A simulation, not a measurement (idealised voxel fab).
The following process module bears the name voxel released beams.
FYI the section here is cut, 280 nm wide, cells are 5 nm squares.
Just so we're on the same page, the cross-sections are grids of square cells, and they're listed out in bands top to bottom, each band one or more rows deep. Top height, bottom height, nm. Materials left to right, width each, nm. Single material + "everywhere" = fills band edge to edge. "air" = empty. Beneath 0, the wafer as received is one material, and that level is where height counting begins. The lowest band goes on downward without a bottom; it is written like "from 0 down". Graded width ("30..40"): value in top row of band = first number; value in bottom row = second number; row-to-row change constant. Where the words "all unchanged" appear for a step, the cross-section shows no cell changed by that step; every cell remained as before. Empty spaces counting at least 8 cells and having no open way to the top are listed in "Closed void table". The notation width x height at distance is used for each, the distance being from the left edge and all three values in nm. Past the settings on a step's line: simulator remark, on that step. The "overlay nm" setting may appear on a step's line; for a step that uses a mask, it gives how far to the right of its planned position the mask lay, and a negative value indicates the left.

PROCESS STEPS (PLANNED)
1. RECEIVE (material Si)
2. CONFORMAL_DEP (material SiN; thk nm 10)
3. DIRECTIONAL_DEP (material SiO2; thk nm 15)
4. MASKED_ETCH (tone open; mask id ANCHOR; width nm 30; etch materials SiO2; depth nm 15; overlay nm 0)
5. CONFORMAL_DEP (material W; thk nm 10)
6. DIRECTIONAL_DEP (material aC; thk nm 10)
7. PATTERN (tone cover; mask id BEAM; material resist; width nm 85; thk nm 30; overlay nm 0)
8. DIRECTIONAL_ETCH (etch materials aC; depth nm 10)
9. STRIP (etch materials resist)
10. DIRECTIONAL_ETCH (etch materials W; depth nm 10)
11. STRIP (etch materials aC)
12. STRIP (etch materials SiO2)

INCOMING WAFER, CROSS-SECTIONAL VIEW, POST STEP 1
> from 0 down  Si everywhere
> Closed void table: none

THE FIRST OF TWO WAFERS, CROSS-SECTIONED AT THE END OF THE MODULE, WITH THE RUN PROCEEDING AS PLANNED
> from 35 to 25  air=95 / W=15 / air=10 / W=60 / air=100
> from 25 to 20  air=100 / W=10 / air=10 / W=10 / air=150
> from 20 to 10  air=100 / W=30 / air=150
> from 10 to 0  SiN everywhere
> from 0 down  Si everywhere
> Closed void table: none

CROSS-SECTION OF THE LATTER OF THE TWO WAFERS AT MODULE COMPLETION. IT HAD AN IDENTICAL START AND AN IDENTICAL PLAN TO THE FORMER; IN RUNNING IT, ONE MISTAKE WAS MADE
> from 0 down  Si everywhere
> Closed void table: none
Plan not followed: step 2 off recipe, ran as CONFORMAL_DEP (material SiO2; thk nm 10)
at the end the second wafer has, in cells: SiN: 112 fewer, W: 46 fewer
